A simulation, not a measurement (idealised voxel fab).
Proc. module: voxel air gaps
Cross-section cut: width 285 nm, square cells of 5 nm.
Square cells in a grid make up a cross-section in this document, and the grid is given as bands, listed from the top down, each one or more rows of cells.
What a band's entry tells you: where the top is and where the bottom is, as heights in nm, and after that what lies inside, material by material from left to right, each with its width in nm. Empty space is written as the word "air", and a single material marked with the word "all across" occupies the band from edge to edge.
Measure heights from 0. That's the level where, below it, the as-received wafer is all one material. The lowest band is bottomless and extends downward; write it as in "from 0 down".
When a width is written as two numbers, as in "30 to 40", the first number is the width in the top row of cells of the band and the second is the width in its bottom row, and the width changes by the same amount from each row to the next.
"all unchanged" for a step: no cell of the cross-section changed in that step.
"Sealed void list" enumerates empty spaces isolated from the top, with no open way to it, that contain at least 8 cells, giving each as width x height at distance from the left edge, all three in nm.
Text after the settings on a step's line: the simulator's own remark on that step.
The "overlay nm" setting may appear on a step's line; for a step that uses a mask, it gives how far to the right of its planned position the mask lay, and a negative value indicates the left.

Process steps - plan
- 1: RECEIVE [material Si]
- 2: CONFORMAL_DEP [material SiO2] [thk nm 10]
- 3: CONFORMAL_DEP [material SiN] [thk nm 5]
- 4: DIRECTIONAL_DEP [material lowk] [thk nm 30]
- 5: MASKED_ETCH [tone open] [mask id LINES] [width nm 25] [pitch nm 50] [etch materials lowk] [depth nm 30] [overlay nm 0]
- 6: CONFORMAL_DEP [material TiN] [thk nm 5]
- 7: FILL_DEP [material Ru] [thk nm 5]
- 8: CMP [height nm 45]
- 9: EPI [material Ru] [thk nm 10]
- 10: SELECTIVE_ETCH [etch materials lowk] [depth nm 40]
- 11: CONFORMAL_DEP [material SiCN] [thk nm 5]

Incoming wafer in cross-section (state: after step 1)
> from 0 down = Si all across
> Sealed void list: none

Post-module cross-section: identical start and plan to those above, one misstep in execution
> from 60 to 55 = air=65, then SiCN=160, then air=60
> from 55 to 45 = air=65, then SiCN=5, then Ru=150, then SiCN=5, then air=60
> from 45 to 40 = air=65, then SiCN=15, then TiN=5, then Ru=20, then TiN=5, then lowk=20, then TiN=5, then Ru=20, then TiN=5, then lowk=20, then TiN=5, then Ru=20, then TiN=5, then SiCN=15, then air=60
> from 40 to 20 = air=75, then SiCN=5, then TiN=5, then Ru=20, then TiN=5, then lowk=20, then TiN=5, then Ru=20, then TiN=5, then lowk=20, then TiN=5, then Ru=20, then TiN=5, then SiCN=5, then air=70
> from 20 to 15 = SiCN=80, then TiN=30, then lowk=20, then TiN=30, then lowk=20, then TiN=30, then SiCN=75
> from 15 to 10 = SiN all across
> from 10 to 0 = SiO2 all across
> from 0 down = Si all across
> Sealed void list: none
The mistake made against the process plan was this: step 5 did not happen as planned, as run it was MASKED_ETCH [tone open] [mask id LINES] [width nm 30] [pitch nm 50] [etch materials lowk] [depth nm 30] [overlay nm 0]
